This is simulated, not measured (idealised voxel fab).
Module name: voxel gate over fins (process module)
Each square cell in cross-section cut measures 5 nm, and the section as a whole is 240 nm wide.
Heads up, the way a cross-section reads in here is a grid of square cells, handed over as bands from the top down, with every band being one or more rows of cells.
What a band's entry tells you: where the top is and where the bottom is, as heights in nm, and after that what lies inside, material by material from left to right, each with its width in nm. Empty space is written as the word "air", and a single material marked with the word "all across" occupies the band from edge to edge.
Height datum 0, below which the as-received substrate wafer is one material. Lowest band open at the bottom, running downward: "0 down".
Top row gets the first number, bottom row gets the second, and each row in between changes by the same step: that is how a band width like "30->40" works.
No cell of the cross-section changed in a step that is given as "identical to before".
"Closed cavities" - sealed voids, min. 8 cells, no opening to top; format: width x height at distance (distance from left edge; nm throughout).
It should be noted that, on the line of a given step, the content following the step's settings is a remark produced by the simulator itself with respect to that step.
overlay nm: mask right of planned place by this much (step with mask). Neg. = left.
Read each pair as before and after one process step. The after cross-section shows only down to the lowest band that changed. The step between them and its settings are given below the pair. Pairs can come from different runs of this module on the same starting wafer. A pair continues from the pair above only where its "Pre-process cross-section" entry says so.
-- Pre-process cross-section
20 to 15 = 65 of air / 45 of TiN / 15 of air / 45 of TiN / 70 of air
15 to 5 = 65 of air / 5 of TiN / 35 of HfO2 / 5 of TiN / 15 of air / 5 of TiN / 35 of HfO2 / 5 of TiN / 70 of air
5 to 0 = 70 of TiN / 35 of HfO2 / 25 of TiN / 35 of HfO2 / 75 of TiN
0 to -15 = 85 of HfO2 / 5 of Si / 55 of HfO2 / 5 of Si / 90 of HfO2
-15 to -25 = 85 of SiO2 / 5 of Si / 55 of SiO2 / 5 of Si / 90 of SiO2
-25 to -30 = 85 of SiO2 / 5 of Si / 20 of SiO2 / 15 of TiN / 20 of SiO2 / 5 of Si / 90 of SiO2
-30 to -40 = 85 of SiO2 / 5 of Si / 55 of SiO2 / 5 of Si / 90 of SiO2
-40 down = Si all across
Closed cavities: none
-- Resulting Structure
25 to 20 = 60 of air / 55 of TiAl / 5 of air / 55 of TiAl / 65 of air
20 to 15 = 60 of air / 5 of TiAl / 45 of TiN / 5 of TiAl / 5 of air / 5 of TiAl / 45 of TiN / 5 of TiAl / 65 of air
15 to 10 = 60 of air / 5 of TiAl / 5 of TiN / 35 of HfO2 / 5 of TiN / 5 of TiAl / 5 of air / 5 of TiAl / 5 of TiN / 35 of HfO2 / 5 of TiN / 5 of TiAl / 65 of air
10 to 5 = 65 of TiAl / 5 of TiN / 35 of HfO2 / 5 of TiN / 15 of TiAl / 5 of TiN / 35 of HfO2 / 5 of TiN / 70 of TiAl
Anything lower than 5 is untouched.
Closed cavities: none
Step taken after the before cross-section and before the after cross-section above: op CONFORMAL_DEP | material TiAl | thk nm 5
Pre-process cross-section: see the after view in the pair directly above.
-- Resulting Structure
30 to 25 = 55 of air / 125 of TiN / 60 of air
25 to 20 = 55 of air / 5 of TiN / 55 of TiAl / 5 of TiN / 55 of TiAl / 5 of TiN / 60 of air
20 to 15 = 55 of air / 5 of TiN / 5 of TiAl / 45 of TiN / 5 of TiAl / 5 of TiN / 5 of TiAl / 45 of TiN / 5 of TiAl / 5 of TiN / 60 of air
15 to 10 = 60 of TiN / 5 of TiAl / 5 of TiN / 35 of HfO2 / 5 of TiN / 5 of TiAl / 5 of TiN / 5 of TiAl / 5 of TiN / 35 of HfO2 / 5 of TiN / 5 of TiAl / 65 of TiN
Anything lower than 10 is untouched.
Closed cavities: none
Step taken after the before cross-section and before the after cross-section above: op CONFORMAL_DEP | material TiN | thk nm 5
Pre-process cross-section: see the after view in the pair directly above.
-- Resulting Structure
45 to 30 = W all across
30 to 25 = 55 of W / 125 of TiN / 60 of W
25 to 20 = 55 of W / 5 of TiN / 55 of TiAl / 5 of TiN / 55 of TiAl / 5 of TiN / 60 of W
20 to 15 = 55 of W / 5 of TiN / 5 of TiAl / 45 of TiN / 5 of TiAl / 5 of TiN / 5 of TiAl / 45 of TiN / 5 of TiAl / 5 of TiN / 60 of W
Anything lower than 15 is untouched.
Closed cavities: none
Step taken after the before cross-section and before the after cross-section above: op FILL_DEP | material W | thk nm 15
Pre-process cross-section: see the after view in the pair directly above.
-- Resulting Structure
30 to 25 = 55 of W / 125 of TiN / 60 of W
Anything lower than 25 is untouched.
Closed cavities: none
Step taken after the before cross-section and before the after cross-section above: op CMP | height nm 30
Pre-process cross-section: see the after view in the pair directly above.
-- Resulting Structure
35 to 30 = SiCN all across
Anything lower than 30 is untouched.
Closed cavities: none
Step taken after the before cross-section and before the after cross-section above: op CONFORMAL_DEP | material SiCN | thk nm 5
-- Pre-process cross-section
5 to 0 = SiN all across
0 down = Si all across
Closed cavities: none
-- Resulting Structure
25 to 5 = 80 of air / 20 of resist / 40 of air / 20 of resist / 80 of air
Anything lower than 5 is untouched.
Closed cavities: none
Step taken after the before cross-section and before the after cross-section above: op PATTERN | tone cover | mask id FINS | material resist | width nm 20 | pitch nm 60 | thk nm 20 | overlay nm 0
Pre-process cross-section: see the after view in the pair directly above.
-- Resulting Structure
25 to 5 = 80 of air / 20 of resist / 40 of air / 20 of resist / 80 of air
5 to 0 = 80 of air / 20 of SiN / 40 of air / 20 of SiN / 80 of air
Anything lower than 0 is untouched.
Closed cavities: none
Step taken after the before cross-section and before the after cross-section above: op DIRECTIONAL_ETCH | etch materials SiN | depth nm 5
Pre-process cross-section: see the after view in the pair directly above.
-- Resulting Structure
25 to 5 = 80 of air / 20 of resist / 40 of air / 20 of resist / 80 of air
5 to 0 = 80 of air / 20 of SiN / 40 of air / 20 of SiN / 80 of air
0 to -35 = 80 of air / 20 of Si / 40 of air / 20 of Si / 80 of air
Anything lower than -35 is untouched.
Closed cavities: none
Step taken after the before cross-section and before the after cross-section above: op DIRECTIONAL_ETCH | etch materials Si | depth nm 35
Pre-process cross-section: see the after view in the pair directly above.
-- Resulting Structure
5 to 0 = 80 of air / 20 of SiN / 40 of air / 20 of SiN / 80 of air
Anything lower than 0 is untouched.
Closed cavities: none
Step taken after the before cross-section and before the after cross-section above: op STRIP | etch materials resist
Pre-process cross-section: see the after view in the pair directly above.
-- Resulting Structure
5 to 0 = 80 of air / 20 of SiN / 40 of air / 20 of SiN / 80 of air
0 to -35 = 80 of air / 5 of SiO2 / 10 of Si / 5 of SiO2 / 40 of air / 5 of SiO2 / 10 of Si / 5 of SiO2 / 80 of air
-35 to -40 = 85 of SiO2 / 10 of Si / 50 of SiO2 / 10 of Si / 85 of SiO2
Anything lower than -40 is untouched.
Closed cavities: none
Step taken after the before cross-section and before the after cross-section above: op OXIDIZE | depth nm 5
Pre-process cross-section: see the after view in the pair directly above.
-- Resulting Structure
20 to 5 = SiO2 all across
5 to 0 = 80 of SiO2 / 20 of SiN / 40 of SiO2 / 20 of SiN / 80 of SiO2
0 to -40 = 85 of SiO2 / 10 of Si / 50 of SiO2 / 10 of Si / 85 of SiO2
Anything lower than -40 is untouched.
Closed cavities: none
Step taken after the before cross-section and before the after cross-section above: op FILL_DEP | material SiO2 | thk nm 15
Pre-process cross-section: see the after view in the pair directly above.
-- Resulting Structure
5 to 0 = 80 of SiO2 / 20 of SiN / 40 of SiO2 / 20 of SiN / 80 of SiO2
Anything lower than 0 is untouched.
Closed cavities: none
Step taken after the before cross-section and before the after cross-section above: op CMP | height nm 5
Pre-process cross-section: see the after view in the pair directly above.
-- Resulting Structure
5 to 0 = 80 of SiO2 / 20 of SiN / 10 of SiO2 / 15 of air / 15 of SiO2 / 20 of SiN / 80 of SiO2
0 to -30 = 85 of SiO2 / 10 of Si / 15 of SiO2 / 15 of air / 20 of SiO2 / 10 of Si / 85 of SiO2
Anything lower than -30 is untouched.
Closed cavities: none
Step taken after the before cross-section and before the after cross-section above: op MASKED_ETCH | tone open | mask id RAIL | width nm 15 | etch materials SiO2 | depth nm 35 | overlay nm 0
Pre-process cross-section: see the after view in the pair directly above.
-- Resulting Structure
10 to 5 = 115 of TiN / 5 of air / 120 of TiN
5 to 0 = 80 of SiO2 / 20 of SiN / 10 of SiO2 / 5 of TiN / 5 of air / 5 of TiN / 15 of SiO2 / 20 of SiN / 80 of SiO2
0 to -25 = 85 of SiO2 / 10 of Si / 15 of SiO2 / 5 of TiN / 5 of air / 5 of TiN / 20 of SiO2 / 10 of Si / 85 of SiO2
-25 to -30 = 85 of SiO2 / 10 of Si / 15 of SiO2 / 15 of TiN / 20 of SiO2 / 10 of Si / 85 of SiO2
Anything lower than -30 is untouched.
Closed cavities: none
Step taken after the before cross-section and before the after cross-section above: op CONFORMAL_DEP | material TiN | thk nm 5
Pre-process cross-section: see the after view in the pair directly above.
-- Resulting Structure
15 to 10 = W all across
10 to 5 = 115 of TiN / 5 of W / 120 of TiN
5 to 0 = 80 of SiO2 / 20 of SiN / 10 of SiO2 / 5 of TiN / 5 of W / 5 of TiN / 15 of SiO2 / 20 of SiN / 80 of SiO2
0 to -25 = 85 of SiO2 / 10 of Si / 15 of SiO2 / 5 of TiN / 5 of W / 5 of TiN / 20 of SiO2 / 10 of Si / 85 of SiO2
Anything lower than -25 is untouched.
Closed cavities: none
Step taken after the before cross-section and before the after cross-section above: op FILL_DEP | material W | thk nm 5
Pre-process cross-section: see the after view in the pair directly above.
-- Resulting Structure
5 to 0 = 80 of SiO2 / 20 of SiN / 10 of SiO2 / 5 of TiN / 5 of W / 5 of TiN / 15 of SiO2 / 20 of SiN / 80 of SiO2
Anything lower than 0 is untouched.
Closed cavities: none
Step taken after the before cross-section and before the after cross-section above: op CMP | height nm 5
Pre-process cross-section: see the after view in the pair directly above.
-- Resulting Structure
5 to 0 = 80 of SiO2 / 20 of SiN / 10 of SiO2 / 15 of air / 15 of SiO2 / 20 of SiN / 80 of SiO2
0 to -25 = 85 of SiO2 / 10 of Si / 15 of SiO2 / 15 of air / 20 of SiO2 / 10 of Si / 85 of SiO2
Anything lower than -25 is untouched.
Closed cavities: none
Step taken after the before cross-section and before the after cross-section above: op SELECTIVE_ETCH | etch materials W Ru TiN | depth nm 30
Pre-process cross-section: see the after view in the pair directly above.
-- Resulting Structure
10 to 5 = SiO2 all across
5 to 0 = 80 of SiO2 / 20 of SiN / 40 of SiO2 / 20 of SiN / 80 of SiO2
0 to -25 = 85 of SiO2 / 10 of Si / 50 of SiO2 / 10 of Si / 85 of SiO2
Anything lower than -25 is untouched.
Closed cavities: none
Step taken after the before cross-section and before the after cross-section above: op FILL_DEP | material SiO2 | thk nm 5
Pre-process cross-section: see the after view in the pair directly above.
-- Resulting Structure
5 to 0 = 80 of SiO2 / 20 of SiN / 40 of SiO2 / 20 of SiN / 80 of SiO2
Anything lower than 0 is untouched.
Closed cavities: none
Step taken after the before cross-section and before the after cross-section above: op CMP | height nm 5
Pre-process cross-section: see the after view in the pair directly above.
-- Resulting Structure
5 to 0 = 80 of air / 20 of SiN / 40 of air / 20 of SiN / 80 of air
0 to -15 = 85 of air / 10 of Si / 50 of air / 10 of Si / 85 of air
Anything lower than -15 is untouched.
Closed cavities: none
Step taken after the before cross-section and before the after cross-section above: op SELECTIVE_ETCH | etch materials SiO2 | depth nm 20
Pre-process cross-section: see the after view in the pair directly above.
-- Resulting Structure
0 to -15 = 85 of air / 10 of Si / 50 of air / 10 of Si / 85 of air
Anything lower than -15 is untouched.
Closed cavities: none
Step taken after the before cross-section and before the after cross-section above: op STRIP | etch materials SiN
Pre-process cross-section: see the after view in the pair directly above.
-- Resulting Structure
5 to 0 = 80 of air / 20 of HfO2 / 40 of air / 20 of HfO2 / 80 of air
0 to -10 = 80 of air / 5 of HfO2 / 10 of Si / 5 of HfO2 / 40 of air / 5 of HfO2 / 10 of Si / 5 of HfO2 / 80 of air
-10 to -15 = 85 of HfO2 / 10 of Si / 50 of HfO2 / 10 of Si / 85 of HfO2
Anything lower than -15 is untouched.
Closed cavities: none
Step taken after the before cross-section and before the after cross-section above: op CONFORMAL_DEP | material HfO2 | thk nm 5
Pre-process cross-section: see the after view in the pair directly above.
-- Resulting Structure
10 to 5 = 75 of air / 30 of TiN / 30 of air / 30 of TiN / 75 of air
5 to 0 = 75 of air / 5 of TiN / 20 of HfO2 / 5 of TiN / 30 of air / 5 of TiN / 20 of HfO2 / 5 of TiN / 75 of air
0 to -5 = 75 of air / 5 of TiN / 5 of HfO2 / 10 of Si / 5 of HfO2 / 5 of TiN / 30 of air / 5 of TiN / 5 of HfO2 / 10 of Si / 5 of HfO2 / 5 of TiN / 75 of air
-5 to -10 = 80 of TiN / 5 of HfO2 / 10 of Si / 5 of HfO2 / 40 of TiN / 5 of HfO2 / 10 of Si / 5 of HfO2 / 80 of TiN
Anything lower than -10 is untouched.
Closed cavities: none
Step taken after the before cross-section and before the after cross-section above: op CONFORMAL_DEP | material TiN | thk nm 5
Pre-process cross-section: see the after view in the pair directly above.
-- Resulting Structure
15 to 10 = 70 of air / 40 of TiAl / 20 of air / 40 of TiAl / 70 of air
10 to 5 = 70 of air / 5 of TiAl / 30 of TiN / 5 of TiAl / 20 of air / 5 of TiAl / 30 of TiN / 5 of TiAl / 70 of air
5 to 0 = 70 of air / 5 of TiAl / 5 of TiN / 20 of HfO2 / 5 of TiN / 5 of TiAl / 20 of air / 5 of TiAl / 5 of TiN / 20 of HfO2 / 5 of TiN / 5 of TiAl / 70 of air
0 to -5 = 75 of TiAl / 5 of TiN / 5 of HfO2 / 10 of Si / 5 of HfO2 / 5 of TiN / 30 of TiAl / 5 of TiN / 5 of HfO2 / 10 of Si / 5 of HfO2 / 5 of TiN / 75 of TiAl
Anything lower than -5 is untouched.
Closed cavities: none
Step taken after the before cross-section and before the after cross-section above: op CONFORMAL_DEP | material TiAl | thk nm 5
Pre-process cross-section: see the after view in the pair directly above.
-- Resulting Structure
20 to 15 = 65 of air / 50 of TiN / 10 of air / 50 of TiN / 65 of air
15 to 10 = 65 of air / 5 of TiN / 40 of TiAl / 5 of TiN / 10 of air / 5 of TiN / 40 of TiAl / 5 of TiN / 65 of air
10 to 5 = 65 of air / 5 of TiN / 5 of TiAl / 30 of TiN / 5 of TiAl / 5 of TiN / 10 of air / 5 of TiN / 5 of TiAl / 30 of TiN / 5 of TiAl / 5 of TiN / 65 of air
5 to 0 = 70 of TiN / 5 of TiAl / 5 of TiN / 20 of HfO2 / 5 of TiN / 5 of TiAl / 20 of TiN / 5 of TiAl / 5 of TiN / 20 of HfO2 / 5 of TiN / 5 of TiAl / 70 of TiN
Anything lower than 0 is untouched.
Closed cavities: none
Step taken after the before cross-section and before the after cross-section above: op CONFORMAL_DEP | material TiN | thk nm 5
Pre-process cross-section: see the after view in the pair directly above.
-- Resulting Structure
35 to 20 = W all across
20 to 15 = 65 of W / 50 of TiN / 10 of W / 50 of TiN / 65 of W
15 to 10 = 65 of W / 5 of TiN / 40 of TiAl / 5 of TiN / 10 of W / 5 of TiN / 40 of TiAl / 5 of TiN / 65 of W
10 to 5 = 65 of W / 5 of TiN / 5 of TiAl / 30 of TiN / 5 of TiAl / 5 of TiN / 10 of W / 5 of TiN / 5 of TiAl / 30 of TiN / 5 of TiAl / 5 of TiN / 65 of W
Anything lower than 5 is untouched.
Closed cavities: none
Step taken after the before cross-section and before the after cross-section above: op FILL_DEP | material W | thk nm 15
Pre-process cross-section: see the after view in the pair directly above.
-- Resulting Structure
30 to 20 = W all across
Anything lower than 20 is untouched.
Closed cavities: none
Step taken after the before cross-section and before the after cross-section above: op CMP | height nm 30
Pre-process cross-section: see the after view in the pair directly above.
-- Resulting Structure
35 to 30 = SiCN all across
Anything lower than 30 is untouched.
Closed cavities: none
Step taken after the before cross-section and before the after cross-section above: op CONFORMAL_DEP | material SiCN | thk nm 5
-- Pre-process cross-section
5 to 0 = SiN all across
0 down = Si all across
Closed cavities: none
-- Resulting Structure
25 to 5 = 85 of air / 15 of resist / 45 of air / 15 of resist / 80 of air
Anything lower than 5 is untouched.
Closed cavities: none
Step taken after the before cross-section and before the after cross-section above: op PATTERN | tone cover | mask id FINS | material resist | width nm 15 | pitch nm 60 | thk nm 20 | overlay nm 5
Pre-process cross-section: see the after view in the pair directly above.
-- Resulting Structure
25 to 5 = 85 of air / 15 of resist / 45 of air / 15 of resist / 80 of air
5 to 0 = 85 of air / 15 of SiN / 45 of air / 15 of SiN / 80 of air
Anything lower than 0 is untouched.
Closed cavities: none
Step taken after the before cross-section and before the after cross-section above: op DIRECTIONAL_ETCH | etch materials SiN | depth nm 5
Pre-process cross-section: see the after view in the pair directly above.
-- Resulting Structure
25 to 5 = 85 of air / 15 of resist / 45 of air / 15 of resist / 80 of air
5 to 0 = 85 of air / 15 of SiN / 45 of air / 15 of SiN / 80 of air
0 to -35 = 85 of air / 15 of Si / 45 of air / 15 of Si / 80 of air
Anything lower than -35 is untouched.
Closed cavities: none
Step taken after the before cross-section and before the after cross-section above: op DIRECTIONAL_ETCH | etch materials Si | depth nm 35
Pre-process cross-section: see the after view in the pair directly above.
-- Resulting Structure
5 to 0 = 85 of air / 15 of SiN / 45 of air / 15 of SiN / 80 of air
Anything lower than 0 is untouched.
Closed cavities: none
Step taken after the before cross-section and before the after cross-section above: op STRIP | etch materials resist
Pre-process cross-section: see the after view in the pair directly above.
-- Resulting Structure
5 to 0 = 85 of air / 15 of SiN / 45 of air / 15 of SiN / 80 of air
0 to -35 = 85 of air / 5 of SiO2 / 5 of Si / 5 of SiO2 / 45 of air / 5 of SiO2 / 5 of Si / 5 of SiO2 / 80 of air
-35 to -40 = 90 of SiO2 / 5 of Si / 55 of SiO2 / 5 of Si / 85 of SiO2
Anything lower than -40 is untouched.
Closed cavities: none
Step taken after the before cross-section and before the after cross-section above: op OXIDIZE | depth nm 5
Pre-process cross-section: see the after view in the pair directly above.
-- Resulting Structure
20 to 5 = SiO2 all across
5 to 0 = 85 of SiO2 / 15 of SiN / 45 of SiO2 / 15 of SiN / 80 of SiO2
0 to -40 = 90 of SiO2 / 5 of Si / 55 of SiO2 / 5 of Si / 85 of SiO2
Anything lower than -40 is untouched.
Closed cavities: none
Step taken after the before cross-section and before the after cross-section above: op FILL_DEP | material SiO2 | thk nm 15
Pre-process cross-section: see the after view in the pair directly above.
-- Resulting Structure
5 to 0 = 85 of SiO2 / 15 of SiN / 45 of SiO2 / 15 of SiN / 80 of SiO2
Anything lower than 0 is untouched.
Closed cavities: none
Step taken after the before cross-section and before the after cross-section above: op CMP | height nm 5
Pre-process cross-section: see the after view in the pair directly above.
-- Resulting Structure
5 to 0 = 85 of SiO2 / 15 of SiN / 10 of SiO2 / 15 of air / 20 of SiO2 / 15 of SiN / 80 of SiO2
0 to -30 = 90 of SiO2 / 5 of Si / 15 of SiO2 / 15 of air / 25 of SiO2 / 5 of Si / 85 of SiO2
Anything lower than -30 is untouched.
Closed cavities: none
Step taken after the before cross-section and before the after cross-section above: op MASKED_ETCH | tone open | mask id RAIL | width nm 15 | etch materials SiO2 | depth nm 35 | overlay nm 0
Pre-process cross-section: see the after view in the pair directly above.
-- Resulting Structure
10 to 5 = 115 of TiN / 5 of air / 120 of TiN
5 to 0 = 85 of SiO2 / 15 of SiN / 10 of SiO2 / 5 of TiN / 5 of air / 5 of TiN / 20 of SiO2 / 15 of SiN / 80 of SiO2
0 to -25 = 90 of SiO2 / 5 of Si / 15 of SiO2 / 5 of TiN / 5 of air / 5 of TiN / 25 of SiO2 / 5 of Si / 85 of SiO2
-25 to -30 = 90 of SiO2 / 5 of Si / 15 of SiO2 / 15 of TiN / 25 of SiO2 / 5 of Si / 85 of SiO2
Anything lower than -30 is untouched.
Closed cavities: none
Step taken after the before cross-section and before the after cross-section above: op CONFORMAL_DEP | material TiN | thk nm 5
Pre-process cross-section: see the after view in the pair directly above.
-- Resulting Structure
15 to 10 = W all across
10 to 5 = 115 of TiN / 5 of W / 120 of TiN
5 to 0 = 85 of SiO2 / 15 of SiN / 10 of SiO2 / 5 of TiN / 5 of W / 5 of TiN / 20 of SiO2 / 15 of SiN / 80 of SiO2
0 to -25 = 90 of SiO2 / 5 of Si / 15 of SiO2 / 5 of TiN / 5 of W / 5 of TiN / 25 of SiO2 / 5 of Si / 85 of SiO2
Anything lower than -25 is untouched.
Closed cavities: none
Step taken after the before cross-section and before the after cross-section above: op FILL_DEP | material W | thk nm 5
Pre-process cross-section: see the after view in the pair directly above.
-- Resulting Structure
5 to 0 = 85 of SiO2 / 15 of SiN / 10 of SiO2 / 5 of TiN / 5 of W / 5 of TiN / 20 of SiO2 / 15 of SiN / 80 of SiO2
Anything lower than 0 is untouched.
Closed cavities: none
Step taken after the before cross-section and before the after cross-section above: op CMP | height nm 5
Pre-process cross-section: see the after view in the pair directly above.
-- Resulting Structure
5 to 0 = 85 of SiO2 / 15 of SiN / 10 of SiO2 / 15 of air / 20 of SiO2 / 15 of SiN / 80 of SiO2
0 to -25 = 90 of SiO2 / 5 of Si / 15 of SiO2 / 15 of air / 25 of SiO2 / 5 of Si / 85 of SiO2
Anything lower than -25 is untouched.
Closed cavities: none
Step taken after the before cross-section and before the after cross-section above: op SELECTIVE_ETCH | etch materials W Ru TiN | depth nm 30
Pre-process cross-section: see the after view in the pair directly above.
-- Resulting Structure
10 to 5 = SiO2 all across
5 to 0 = 85 of SiO2 / 15 of SiN / 45 of SiO2 / 15 of SiN / 80 of SiO2
0 to -25 = 90 of SiO2 / 5 of Si / 55 of SiO2 / 5 of Si / 85 of SiO2
Anything lower than -25 is untouched.
Closed cavities: none
Step taken after the before cross-section and before the after cross-section above: op FILL_DEP | material SiO2 | thk nm 5
Pre-process cross-section: see the after view in the pair directly above.
-- Resulting Structure
5 to 0 = 85 of SiO2 / 15 of SiN / 45 of SiO2 / 15 of SiN / 80 of SiO2
Anything lower than 0 is untouched.
Closed cavities: none
Step taken after the before cross-section and before the after cross-section above: op CMP | height nm 5
Pre-process cross-section: see the after view in the pair directly above.
-- Resulting Structure
5 to 0 = 85 of air / 15 of SiN / 45 of air / 15 of SiN / 80 of air
0 to -15 = 90 of air / 5 of Si / 55 of air / 5 of Si / 85 of air
Anything lower than -15 is untouched.
Closed cavities: none
Step taken after the before cross-section and before the after cross-section above: op SELECTIVE_ETCH | etch materials SiO2 | depth nm 20
Pre-process cross-section: see the after view in the pair directly above.
-- Resulting Structure
0 to -15 = 90 of air / 5 of Si / 55 of air / 5 of Si / 85 of air
Anything lower than -15 is untouched.
Closed cavities: none
Step taken after the before cross-section and before the after cross-section above: op STRIP | etch materials SiN
Pre-process cross-section: see the after view in the pair directly above.
-- Resulting Structure
5 to 0 = 85 of air / 15 of HfO2 / 45 of air / 15 of HfO2 / 80 of air
0 to -10 = 85 of air / 5 of HfO2 / 5 of Si / 5 of HfO2 / 45 of air / 5 of HfO2 / 5 of Si / 5 of HfO2 / 80 of air
-10 to -15 = 90 of HfO2 / 5 of Si / 55 of HfO2 / 5 of Si / 85 of HfO2
Anything lower than -15 is untouched.
Closed cavities: none
Step taken after the before cross-section and before the after cross-section above: op CONFORMAL_DEP | material HfO2 | thk nm 5
Pre-process cross-section: see the after view in the pair directly above.
-- Resulting Structure
10 to 5 = 80 of air / 25 of TiN / 35 of air / 25 of TiN / 75 of air
5 to 0 = 80 of air / 5 of TiN / 15 of HfO2 / 5 of TiN / 35 of air / 5 of TiN / 15 of HfO2 / 5 of TiN / 75 of air
0 to -5 = 80 of air / 5 of TiN / 5 of HfO2 / 5 of Si / 5 of HfO2 / 5 of TiN / 35 of air / 5 of TiN / 5 of HfO2 / 5 of Si / 5 of HfO2 / 5 of TiN / 75 of air
-5 to -10 = 85 of TiN / 5 of HfO2 / 5 of Si / 5 of HfO2 / 45 of TiN / 5 of HfO2 / 5 of Si / 5 of HfO2 / 80 of TiN
Anything lower than -10 is untouched.
Closed cavities: none
Step taken after the before cross-section and before the after cross-section above: op CONFORMAL_DEP | material TiN | thk nm 5
Pre-process cross-section: see the after view in the pair directly above.
-- Resulting Structure
15 to 10 = 75 of air / 35 of TiAl / 25 of air / 35 of TiAl / 70 of air
10 to 5 = 75 of air / 5 of TiAl / 25 of TiN / 5 of TiAl / 25 of air / 5 of TiAl / 25 of TiN / 5 of TiAl / 70 of air
5 to 0 = 75 of air / 5 of TiAl / 5 of TiN / 15 of HfO2 / 5 of TiN / 5 of TiAl / 25 of air / 5 of TiAl / 5 of TiN / 15 of HfO2 / 5 of TiN / 5 of TiAl / 70 of air
0 to -5 = 80 of TiAl / 5 of TiN / 5 of HfO2 / 5 of Si / 5 of HfO2 / 5 of TiN / 35 of TiAl / 5 of TiN / 5 of HfO2 / 5 of Si / 5 of HfO2 / 5 of TiN / 75 of TiAl
Anything lower than -5 is untouched.
Closed cavities: none
Step taken after the before cross-section and before the after cross-section above: op CONFORMAL_DEP | material TiAl | thk nm 5
Pre-process cross-section: see the after view in the pair directly above.
-- Resulting Structure
20 to 15 = 70 of air / 45 of TiN / 15 of air / 45 of TiN / 65 of air
15 to 10 = 70 of air / 5 of TiN / 35 of TiAl / 5 of TiN / 15 of air / 5 of TiN / 35 of TiAl / 5 of TiN / 65 of air
10 to 5 = 70 of air / 5 of TiN / 5 of TiAl / 25 of TiN / 5 of TiAl / 5 of TiN / 15 of air / 5 of TiN / 5 of TiAl / 25 of TiN / 5 of TiAl / 5 of TiN / 65 of air
5 to 0 = 75 of TiN / 5 of TiAl / 5 of TiN / 15 of HfO2 / 5 of TiN / 5 of TiAl / 25 of TiN / 5 of TiAl / 5 of TiN / 15 of HfO2 / 5 of TiN / 5 of TiAl / 70 of TiN
Anything lower than 0 is untouched.
Closed cavities: none
Step taken after the before cross-section and before the after cross-section above: op CONFORMAL_DEP | material TiN | thk nm 5
Pre-process cross-section: see the after view in the pair directly above.
-- Resulting Structure
35 to 20 = W all across
20 to 15 = 70 of W / 45 of TiN / 15 of W / 45 of TiN / 65 of W
15 to 10 = 70 of W / 5 of TiN / 35 of TiAl / 5 of TiN / 15 of W / 5 of TiN / 35 of TiAl / 5 of TiN / 65 of W
10 to 5 = 70 of W / 5 of TiN / 5 of TiAl / 25 of TiN / 5 of TiAl / 5 of TiN / 15 of W / 5 of TiN / 5 of TiAl / 25 of TiN / 5 of TiAl / 5 of TiN / 65 of W
Anything lower than 5 is untouched.
Closed cavities: none
Step taken after the before cross-section and before the after cross-section above: op FILL_DEP | material W | thk nm 15
Pre-process cross-section: see the after view in the pair directly above.
-- Resulting Structure
30 to 20 = W all across
Anything lower than 20 is untouched.
Closed cavities: none
Step taken after the before cross-section and before the after cross-section above: op CMP | height nm 30
Pre-process cross-section: see the after view in the pair directly above.
-- Resulting Structure
35 to 30 = SiCN all across
Anything lower than 30 is untouched.
Closed cavities: none
Step taken after the before cross-section and before the after cross-section above: op CONFORMAL_DEP | material SiCN | thk nm 5
-- Pre-process cross-section
5 to 0 = 80 of SiO2 / 15 of SiN / 15 of SiO2 / 15 of air / 15 of SiO2 / 15 of SiN / 85 of SiO2
0 to -25 = 85 of SiO2 / 5 of Si / 20 of SiO2 / 15 of air / 20 of SiO2 / 5 of Si / 90 of SiO2
-25 to -30 = 85 of SiO2 / 5 of Si / 20 of SiO2 / 15 of TiN / 20 of SiO2 / 5 of Si / 90 of SiO2
-30 to -40 = 85 of SiO2 / 5 of Si / 55 of SiO2 / 5 of Si / 90 of SiO2
-40 down = Si all across
Closed cavities: none
-- Resulting Structure
10 to 5 = Ru all across
5 to 0 = 80 of SiO2 / 15 of SiN / 15 of SiO2 / 15 of Ru / 15 of SiO2 / 15 of SiN / 85 of SiO2
0 to -25 = 85 of SiO2 / 5 of Si / 20 of SiO2 / 15 of Ru / 20 of SiO2 / 5 of Si / 90 of SiO2
Anything lower than -25 is untouched.
Closed cavities: none
Step taken after the before cross-section and before the after cross-section above: op FILL_DEP | material Ru | thk nm 5
Pre-process cross-section: see the after view in the pair directly above.
-- Resulting Structure
5 to 0 = 80 of SiO2 / 15 of SiN / 15 of SiO2 / 15 of Ru / 15 of SiO2 / 15 of SiN / 85 of SiO2
Anything lower than 0 is untouched.
Closed cavities: none
Step taken after the before cross-section and before the after cross-section above: op CMP | height nm 5
Pre-process cross-section: see the after view in the pair directly above.
-- Resulting Structure
5 to 0 = 80 of air / 15 of SiN / 15 of air / 15 of Ru / 15 of air / 15 of SiN / 85 of air
0 to -15 = 85 of air / 5 of Si / 20 of air / 15 of Ru / 20 of air / 5 of Si / 90 of air
Anything lower than -15 is untouched.
Closed cavities: none
Step taken after the before cross-section and before the after cross-section above: op SELECTIVE_ETCH | etch materials SiO2 | depth nm 20
Pre-process cross-section: see the after view in the pair directly above.
-- Resulting Structure
5 to 0 = 110 of air / 15 of Ru / 115 of air
Anything lower than 0 is untouched.
Closed cavities: none
Step taken after the before cross-section and before the after cross-section above: op STRIP | etch materials SiN
Pre-process cross-section: see the after view in the pair directly above.
-- Resulting Structure
10 to 5 = 105 of air / 25 of HfO2 / 110 of air
5 to 0 = 80 of air / 15 of HfO2 / 10 of air / 5 of HfO2 / 15 of Ru / 5 of HfO2 / 10 of air / 15 of HfO2 / 85 of air
0 to -10 = 80 of air / 5 of HfO2 / 5 of Si / 5 of HfO2 / 10 of air / 5 of HfO2 / 15 of Ru / 5 of HfO2 / 10 of air / 5 of HfO2 / 5 of Si / 5 of HfO2 / 85 of air
-10 to -15 = 85 of HfO2 / 5 of Si / 20 of HfO2 / 15 of Ru / 20 of HfO2 / 5 of Si / 90 of HfO2
Anything lower than -15 is untouched.
Closed cavities: none
Step taken after the before cross-section and before the after cross-section above: op CONFORMAL_DEP | material HfO2 | thk nm 5
